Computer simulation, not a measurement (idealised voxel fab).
process module | voxel lift off
cross-section cut | 245 nm wide | cells 5 nm
A cross-section is a grid of square cells, given in bands from the top down. A band is one or more rows of cells.
Each band's line starts with the height of the band's top and of its bottom, in nm. Then come its materials from left to right, each with its width in nm. One material with "throughout" fills the band from edge to edge. "air" is empty space.
Height 0 is the level under which the wafer as received is all one material. The lowest band goes on downwards, as in "0 down".
A width such as "30 to 40" changes by the same amount from each row of cells to the next, from the band's top row to its bottom row.
"no change" after a step means that no cell of the cross-section changed.
closed voids: empty space of 8 cells or more with no open way to the top, each as width x height at its distance from the left edge, in nm
after a step's settings: what the simulator itself notes on the step
overlay nm, on a step with a mask: how far to the right of its planned place the mask lay; to the left if negative
Each pair below shows a cross-section before one step and the cross-section after it, down to the lowest band that changed. The line under each pair gives the step between them, with its settings. The pairs can come from different runs of this module on the same starting wafer, so a pair continues from the pair above only where its "before" says so.
before
  0 down: Si throughout
  closed voids: none
after
  5 to 0: Al2O3 throughout
  below 0: unchanged
  closed voids: none
the step between: op CONFORMAL_DEP | material Al2O3 | thk nm 5
before: the cross-section after the pair above
after
  25 to 5: resist 40 | air 25 | resist 20 | air 25 | resist 20 | air 25 | resist 20 | air 25 | resist 45
  below 5: unchanged
  closed voids: none
the step between: op PATTERN | tone open | mask id LINES | material resist | width nm 25 | pitch nm 45 | thk nm 20 | overlay nm 0
before: the cross-section after the pair above
after
  30 to 25: Ru 40 | air 25 | Ru 20 | air 25 | Ru 20 | air 25 | Ru 20 | air 25 | Ru 45
  25 to 10: resist 40 | air 25 | resist 20 | air 25 | resist 20 | air 25 | resist 20 | air 25 | resist 45
  10 to 5: resist 40 | Ru 25 | resist 20 | Ru 25 | resist 20 | Ru 25 | resist 20 | Ru 25 | resist 45
  below 5: unchanged
  closed voids: none
the step between: op DIRECTIONAL_DEP | material Ru | thk nm 5
before: the cross-section after the pair above
after
  10 to 5: air 40 | Ru 25 | air 20 | Ru 25 | air 20 | Ru 25 | air 20 | Ru 25 | air 45
  below 5: unchanged
  closed voids: none
the step between: op STRIP | etch materials resist
before: the cross-section after the pair above
after
  20 to 15: air 30 | SiO2 180 | air 35
  15 to 10: SiO2 throughout
  10 to 5: SiO2 40 | Ru 25 | SiO2 20 | Ru 25 | SiO2 20 | Ru 25 | SiO2 20 | Ru 25 | SiO2 45
  below 5: unchanged
  closed voids: none
the step between: op CONFORMAL_DEP | material SiO2 | thk nm 10
before
  10 to 5: air 40 | Ru 25 | air 20 | Ru 25 | air 20 | Ru 25 | air 20 | Ru 25 | air 45
  5 to 0: Al2O3 throughout
  0 down: Si throughout
  closed voids: none
after
  25 to 20: air 25 | SiO2 190 | air 30
  20 to 10: SiO2 throughout
  10 to 5: SiO2 40 | Ru 25 | SiO2 20 | Ru 25 | SiO2 20 | Ru 25 | SiO2 20 | Ru 25 | SiO2 45
  below 5: unchanged
  closed voids: none
the step between: op CONFORMAL_DEP | material SiO2 | thk nm 15
before
  5 to 0: Al2O3 throughout
  0 down: Si throughout
  closed voids: none
after
  25 to 5: resist 45 | air 15 | resist 30 | air 15 | resist 30 | air 15 | resist 30 | air 15 | resist 50
  below 5: unchanged
  closed voids: none
the step between: op PATTERN | tone open | mask id LINES | material resist | width nm 15 | pitch nm 45 | thk nm 20 | overlay nm 0
before: the cross-section after the pair above
after
  30 to 25: Ru 45 | air 15 | Ru 30 | air 15 | Ru 30 | air 15 | Ru 30 | air 15 | Ru 50
  25 to 10: resist 45 | air 15 | resist 30 | air 15 | resist 30 | air 15 | resist 30 | air 15 | resist 50
  10 to 5: resist 45 | Ru 15 | resist 30 | Ru 15 | resist 30 | Ru 15 | resist 30 | Ru 15 | resist 50
  below 5: unchanged
  closed voids: none
the step between: op DIRECTIONAL_DEP | material Ru | thk nm 5
before: the cross-section after the pair above
after
  10 to 5: air 45 | Ru 15 | air 30 | Ru 15 | air 30 | Ru 15 | air 30 | Ru 15 | air 50
  below 5: unchanged
  closed voids: none
the step between: op STRIP | etch materials resist
before: the cross-section after the pair above
after
  20 to 15: air 35 | SiO2 35 | air 10 | SiO2 35 | air 10 | SiO2 35 | air 10 | SiO2 35 | air 40
  15 to 10: SiO2 throughout
  10 to 5: SiO2 45 | Ru 15 | SiO2 30 | Ru 15 | SiO2 30 | Ru 15 | SiO2 30 | Ru 15 | SiO2 50
  below 5: unchanged
  closed voids: none
the step between: op CONFORMAL_DEP | material SiO2 | thk nm 10
before
  5 to 0: Al2O3 throughout
  0 down: Si throughout
  closed voids: none
after
  25 to 5: resist 35 | air 25 | resist 20 | air 25 | resist 20 | air 25 | resist 20 | air 25 | resist 50
  below 5: unchanged
  closed voids: none
the step between: op PATTERN | tone open | mask id LINES | material resist | width nm 25 | pitch nm 45 | thk nm 20 | overlay nm -5
before: the cross-section after the pair above
after
  30 to 25: Ru 35 | air 25 | Ru 20 | air 25 | Ru 20 | air 25 | Ru 20 | air 25 | Ru 50
  25 to 10: resist 35 | air 25 | resist 20 | air 25 | resist 20 | air 25 | resist 20 | air 25 | resist 50
  10 to 5: resist 35 | Ru 25 | resist 20 | Ru 25 | resist 20 | Ru 25 | resist 20 | Ru 25 | resist 50
  below 5: unchanged
  closed voids: none
the step between: op DIRECTIONAL_DEP | material Ru | thk nm 5
before: the cross-section after the pair above
after
  10 to 5: air 35 | Ru 25 | air 20 | Ru 25 | air 20 | Ru 25 | air 20 | Ru 25 | air 50
  below 5: unchanged
  closed voids: none
the step between: op STRIP | etch materials resist
before: the cross-section after the pair above
after
  20 to 15: air 25 | SiO2 180 | air 40
  15 to 10: SiO2 throughout
  10 to 5: SiO2 35 | Ru 25 | SiO2 20 | Ru 25 | SiO2 20 | Ru 25 | SiO2 20 | Ru 25 | SiO2 50
  below 5: unchanged
  closed voids: none
the step between: op CONFORMAL_DEP | material SiO2 | thk nm 10
before
  10 to 5: air 40 | Ru 25 | air 20 | Ru 25 | air 20 | Ru 25 | air 20 | Ru 25 | air 45
  5 to 0: Al2O3 throughout
  0 down: Si throughout
  closed voids: none
after
  20 to 15: air 30 | Al2O3 180 | air 35
  15 to 10: Al2O3 throughout
  10 to 5: Al2O3 40 | Ru 25 | Al2O3 20 | Ru 25 | Al2O3 20 | Ru 25 | Al2O3 20 | Ru 25 | Al2O3 45
  below 5: unchanged
  closed voids: none
the step between: op CONFORMAL_DEP | material Al2O3 | thk nm 10
before
  5 to 0: Al2O3 throughout
  0 down: Si throughout
  closed voids: none
after
  25 to 5: air 40 | resist 25 | air 20 | resist 25 | air 20 | resist 25 | air 20 | resist 25 | air 45
  below 5: unchanged
  closed voids: none
the step between: op PATTERN | tone cover | mask id LINES | material resist | width nm 25 | pitch nm 45 | thk nm 20 | overlay nm 0
before: the cross-section after the pair above
after
  30 to 25: air 40 | Ru 25 | air 20 | Ru 25 | air 20 | Ru 25 | air 20 | Ru 25 | air 45
  25 to 10: air 40 | resist 25 | air 20 | resist 25 | air 20 | resist 25 | air 20 | resist 25 | air 45
  10 to 5: Ru 40 | resist 25 | Ru 20 | resist 25 | Ru 20 | resist 25 | Ru 20 | resist 25 | Ru 45
  below 5: unchanged
  closed voids: none
the step between: op DIRECTIONAL_DEP | material Ru | thk nm 5
before: the cross-section after the pair above
after
  10 to 5: Ru 40 | air 25 | Ru 20 | air 25 | Ru 20 | air 25 | Ru 20 | air 25 | Ru 45
  below 5: unchanged
  closed voids: none
the step between: op STRIP | etch materials resist
before: the cross-section after the pair above
after
  20 to 15: SiO2 50 | air 5 | SiO2 40 | air 5 | SiO2 40 | air 5 | SiO2 40 | air 5 | SiO2 55
  15 to 10: SiO2 throughout
  10 to 5: Ru 40 | SiO2 25 | Ru 20 | SiO2 25 | Ru 20 | SiO2 25 | Ru 20 | SiO2 25 | Ru 45
  below 5: unchanged
  closed voids: none
the step between: op CONFORMAL_DEP | material SiO2 | thk nm 10
